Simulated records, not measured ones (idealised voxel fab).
Presented below is a process module, voxel quadruple lines.
Section shown: cut. Width: 215 nm. Cell size: 5 nm, square.
When this document writes out a cross-section, it uses a grid of square cells and lists it as bands, beginning at the top and moving down, with a band standing for one or more rows of cells.
Heads up on the band format: heights come first, top then bottom, in nm. After that it's the materials left to right, each with its width in nm. A single material flagged "all across" fills the whole band edge to edge, and "empty" means there's empty space there.
Below 0: as-received wafer, all one material; heights counted from there. Lowest band: no bottom, goes on down, written "0..down".
With a width like "30..40", each row of cells in the band differs from the next by the same amount, the top row carrying the first number and the bottom row the second.
What does "no alteration" mean for a step? It means no cell of the cross-section changed in that step.
Listed in "Closed void register": every empty space of 8 or more cells without an open way to the top. Form: width x height at distance, the distance being from the left edge, all in nm.
after a step's settings: what the simulator itself notes on the step
overlay nm: where the mask lay relative to plan, measured to the right, on steps with a mask; negatives go left.
Intended process steps
- 1: RECEIVE (material Si)
- 2: CONFORMAL_DEP (material Al2O3; thk nm 10)
- 3: DIRECTIONAL_DEP (material W; thk nm 15)
- 4: DIRECTIONAL_DEP (material polySi; thk nm 20)
- 5: DIRECTIONAL_DEP (material aC; thk nm 20)
- 6: PATTERN (tone cover; mask id MANDREL; material resist; width nm 25; thk nm 25; overlay nm 0)
- 7: DIRECTIONAL_ETCH (etch materials aC; depth nm 20)
- 8: STRIP (etch materials resist)
- 9: CONFORMAL_DEP (material SiO2; thk nm 15)
- 10: DIRECTIONAL_ETCH (etch materials SiO2; depth nm 15)
- 11: STRIP (etch materials aC)
- 12: DIRECTIONAL_ETCH (etch materials polySi; depth nm 20)
- 13: STRIP (etch materials SiO2)
- 14: CONFORMAL_DEP (material SiCN; thk nm 5)
- 15: DIRECTIONAL_ETCH (etch materials SiCN; depth nm 5)
- 16: STRIP (etch materials polySi)
- 17: DIRECTIONAL_ETCH (etch materials W; depth nm 15)
- 18: STRIP (etch materials SiCN)
- 19: FILL_DEP (material SiO2; thk nm 5)
- 20: CMP (height nm 25)
The first of the two wafers, which ran as planned
Cross-section of the wafer as it came to us, i.e., already through step 1
0..down: Si all across
Closed void register: none
State of the wafer after step 2, shown in cross-section
10..0: Al2O3 all across
Heights below 0 show no change.
State of the wafer after step 3, shown in cross-section
25..10: W all across
Heights below 10 show no change.
State of the wafer after step 4, shown in cross-section
45..25: polySi all across
Heights below 25 show no change.
State of the wafer after step 5, shown in cross-section
65..45: aC all across
Heights below 45 show no change.
State of the wafer after step 6, shown in cross-section
90..65: 95 of empty  25 of resist  95 of empty
Heights below 65 show no change.
State of the wafer after step 7, shown in cross-section
70..65: 95 of empty  25 of resist  95 of empty
65..45: 95 of empty  25 of aC  95 of empty
Heights below 45 show no change.
State of the wafer after step 8, shown in cross-section
65..45: 95 of empty  25 of aC  95 of empty
Heights below 45 show no change.
State of the wafer after step 9, shown in cross-section
80..65: 80 of empty  55 of SiO2  80 of empty
65..60: 80 of empty  15 of SiO2  25 of aC  15 of SiO2  80 of empty
60..45: 95 of SiO2  25 of aC  95 of SiO2
Heights below 45 show no change.
State of the wafer after step 10, shown in cross-section
65..45: 80 of empty  15 of SiO2  25 of aC  15 of SiO2  80 of empty
Heights below 45 show no change.
State of the wafer after step 11, shown in cross-section
65..45: 80 of empty  15 of SiO2  25 of empty  15 of SiO2  80 of empty
Heights below 45 show no change.
State of the wafer after step 12, shown in cross-section
65..45: 80 of empty  15 of SiO2  25 of empty  15 of SiO2  80 of empty
45..25: 80 of empty  15 of polySi  25 of empty  15 of polySi  80 of empty
Heights below 25 show no change.
State of the wafer after step 13, shown in cross-section
45..25: 80 of empty  15 of polySi  25 of empty  15 of polySi  80 of empty
Heights below 25 show no change.
State of the wafer after step 14, shown in cross-section
50..45: 75 of empty  25 of SiCN  15 of empty  25 of SiCN  75 of empty
45..30: 75 of empty  5 of SiCN  15 of polySi  5 of SiCN  15 of empty  5 of SiCN  15 of polySi  5 of SiCN  75 of empty
30..25: 80 of SiCN  15 of polySi  25 of SiCN  15 of polySi  80 of SiCN
Heights below 25 show no change.
State of the wafer after step 15, shown in cross-section
45..25: 75 of empty  5 of SiCN  15 of polySi  5 of SiCN  15 of empty  5 of SiCN  15 of polySi  5 of SiCN  75 of empty
Heights below 25 show no change.
State of the wafer after step 16, shown in cross-section
45..25: 75 of empty  5 of SiCN  15 of empty  5 of SiCN  15 of empty  5 of SiCN  15 of empty  5 of SiCN  75 of empty
Heights below 25 show no change.
State of the wafer after step 17, shown in cross-section
45..25: 75 of empty  5 of SiCN  15 of empty  5 of SiCN  15 of empty  5 of SiCN  15 of empty  5 of SiCN  75 of empty
25..10: 75 of empty  5 of W  15 of empty  5 of W  15 of empty  5 of W  15 of empty  5 of W  75 of empty
Heights below 10 show no change.
State of the wafer after step 18, shown in cross-section
25..10: 75 of empty  5 of W  15 of empty  5 of W  15 of empty  5 of W  15 of empty  5 of W  75 of empty
Heights below 10 show no change.
State of the wafer after step 19, shown in cross-section
30..25: SiO2 all across
25..10: 75 of SiO2  5 of W  15 of SiO2  5 of W  15 of SiO2  5 of W  15 of SiO2  5 of W  75 of SiO2
Heights below 10 show no change.
State of the wafer after step 20, shown in cross-section
25..10: 75 of SiO2  5 of W  15 of SiO2  5 of W  15 of SiO2  5 of W  15 of SiO2  5 of W  75 of SiO2
Heights below 10 show no change.
Okay, second wafer. Nothing different at the start, nothing different in the plan, just one mistake somewhere in the running. As far as step 17, counting that step, it's the first wafer all over again
Cross-section, second wafer, at the end time the plan gives for step 18: no alteration
Cross-section, second wafer, at the end time the plan gives for step 19
50..45: SiO2 all across
45..25: 75 of SiO2  5 of SiCN  15 of SiO2  5 of SiCN  15 of SiO2  5 of SiCN  15 of SiO2  5 of SiCN  75 of SiO2
25..10: 75 of SiO2  5 of W  15 of SiO2  5 of W  15 of SiO2  5 of W  15 of SiO2  5 of W  75 of SiO2
Heights below 10 show no change.
Cross-section, second wafer, at the end time the plan gives for step 20
25..10: 75 of SiO2  5 of W  15 of SiO2  5 of W  15 of SiO2  5 of W  15 of SiO2  5 of W  75 of SiO2
Heights below 10 show no change.
What went wrong in running the wafer? heads up, step 18 of the plan was skipped and never actually ran
The mistake has no effect on what this model computes, because the two wafers end with the same cross-section.
